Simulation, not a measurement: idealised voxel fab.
process module | voxel ribs on slabs
cross-section cut | 240 nm wide | cells 5 nm
A cross-section is a grid of square cells, given in bands from the top down. A band is one or more rows of cells.
Each band's line starts with the height of the band's top and of its bottom, in nm. Then come its materials from left to right, each with its width in nm. One material with "throughout" fills the band from edge to edge. "air" is empty space.
Height 0 is the level under which the wafer as received is all one material. The lowest band goes on downwards, as in "0 down".
A width such as "30 to 40" changes by the same amount from each row of cells to the next, from the band's top row to its bottom row.
"no change" after a step means that no cell of the cross-section changed.
closed voids: empty space of 8 cells or more with no open way to the top, each as width x height at its distance from the left edge, in nm
after a step's settings: what the simulator itself notes on the step
overlay nm, on a step with a mask: how far to the right of its planned place the mask lay; to the left if negative
plan
1 op RECEIVE | material Si
2 op DIRECTIONAL_DEP | material SiO2 | thk nm 30
3 op DIRECTIONAL_DEP | material SiN | thk nm 25
4 op MASKED_ETCH | tone cover | mask id RIB | width nm 30 | etch materials SiN | depth nm 20 | overlay nm 0
5 op PATTERN | tone cover | mask id SLAB | material resist | width nm 80 | thk nm 20 | overlay nm 0
6 op DIRECTIONAL_ETCH | etch materials SiN | depth nm 5
7 op STRIP | etch materials resist
8 op FILL_DEP | material SiO2 | thk nm 20
9 op CMP | height nm 65
10 op DIRECTIONAL_DEP | material TiN | thk nm 5
11 op MASKED_ETCH | tone cover | mask id HEATER | width nm 40 | etch materials TiN | depth nm 5 | overlay nm 0
12 op CONFORMAL_DEP | material SiO2 | thk nm 10
first wafer, as planned
as received, after step 1
  0 down: Si throughout
  closed voids: none
after step 2
  30 to 0: SiO2 throughout
  below 0: unchanged
after step 3
  55 to 30: SiN throughout
  below 30: unchanged
after step 4
  55 to 35: air 105 | SiN 30 | air 105
  below 35: unchanged
after step 5
  75 to 55: air 80 | resist 80 | air 80
  55 to 35: air 80 | resist 25 | SiN 30 | resist 25 | air 80
  below 35: unchanged
after step 6
  75 to 55: air 80 | resist 80 | air 80
  55 to 35: air 80 | resist 25 | SiN 30 | resist 25 | air 80
  35 to 30: air 80 | SiN 80 | air 80
  below 30: unchanged
after step 7
  55 to 35: air 105 | SiN 30 | air 105
  below 35: unchanged
after step 8
  75 to 55: SiO2 throughout
  55 to 35: SiO2 105 | SiN 30 | SiO2 105
  35 to 30: SiO2 80 | SiN 80 | SiO2 80
  below 30: unchanged
after step 9
  65 to 55: SiO2 throughout
  below 55: unchanged
after step 10
  70 to 65: TiN throughout
  below 65: unchanged
after step 11
  70 to 65: air 100 | TiN 40 | air 100
  below 65: unchanged
after step 12
  80 to 75: air 90 | SiO2 60 | air 90
  75 to 70: SiO2 throughout
  70 to 65: SiO2 100 | TiN 40 | SiO2 100
  below 65: unchanged
second wafer: like start, like plan, one mistake. Through step 11 it matches the first wafer
when step 12 should have ended: no change
what went wrong: step 12 was left out
at the end the second wafer has, in cells: 100 fewer of SiO2
